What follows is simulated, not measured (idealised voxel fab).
process module | voxel trench capacitor
cross-section cut | 140 nm wide | cells 5 nm
A cross-section is a grid of square cells, given in bands from the top down. A band is one or more rows of cells.
Each band's line starts with the height of the band's top and of its bottom, in nm. Then come its materials from left to right, each with its width in nm. One material with "throughout" fills the band from edge to edge. "air" is empty space.
Height 0 is the level under which the wafer as received is all one material. The lowest band goes on downwards, as in "0 down".
A width such as "30 to 40" changes by the same amount from each row of cells to the next, from the band's top row to its bottom row.
"no change" after a step means that no cell of the cross-section changed.
closed voids: empty space of 8 cells or more with no open way to the top, each as width x height at its distance from the left edge, in nm
after a step's settings: what the simulator itself notes on the step
overlay nm, on a step with a mask: how far to the right of its planned place the mask lay; to the left if negative
plan
1 op RECEIVE | material Si
2 op CONFORMAL_DEP | material SiN | thk nm 10
3 op PATTERN | tone open | mask id TRENCH | material resist | width nm 30 | pitch nm 55 | thk nm 20 | overlay nm 0
4 op DIRECTIONAL_ETCH | etch materials SiN | depth nm 10
5 op DIRECTIONAL_ETCH | etch materials Si | depth nm 35
6 op STRIP | etch materials resist
7 op CONFORMAL_DEP | material HfO2 | thk nm 5
8 op CONFORMAL_DEP | material TiN | thk nm 5
9 op FILL_DEP | material W | thk nm 10
10 op CMP | height nm 10
as received, after step 1
  0 down: Si throughout
  closed voids: none
first wafer at the end, as planned
  10 to 0: SiN 25 | HfO2 5 | TiN 5 | W 10 | TiN 5 | HfO2 5 | SiN 25 | HfO2 5 | TiN 5 | W 10 | TiN 5 | HfO2 5 | SiN 30
  0 to -25: Si 25 | HfO2 5 | TiN 5 | W 10 | TiN 5 | HfO2 5 | Si 25 | HfO2 5 | TiN 5 | W 10 | TiN 5 | HfO2 5 | Si 30
  -25 to -30: Si 25 | HfO2 5 | TiN 20 | HfO2 5 | Si 25 | HfO2 5 | TiN 20 | HfO2 5 | Si 30
  -30 to -35: Si 25 | HfO2 30 | Si 25 | HfO2 30 | Si 30
  -35 down: Si throughout
  closed voids: none
second wafer at the end: like start, like plan, one mistake
  10 to 0: SiN 30 | TiN 5 | W 10 | TiN 5 | SiN 35 | TiN 5 | W 10 | TiN 5 | SiN 35
  0 to -25: Si 25 | SiN 5 | TiN 5 | W 10 | TiN 5 | SiN 5 | Si 25 | SiN 5 | TiN 5 | W 10 | TiN 5 | SiN 5 | Si 30
  -25 to -30: Si 25 | SiN 5 | TiN 20 | SiN 5 | Si 25 | SiN 5 | TiN 20 | SiN 5 | Si 30
  -30 to -35: Si 25 | SiN 30 | Si 25 | SiN 30 | Si 30
  -35 down: Si throughout
  closed voids: none
what went wrong: step 7 ran as: op CONFORMAL_DEP | material SiN | thk nm 5
at the end the second wafer has, in cells: 44 fewer of HfO2 | 44 more of SiN
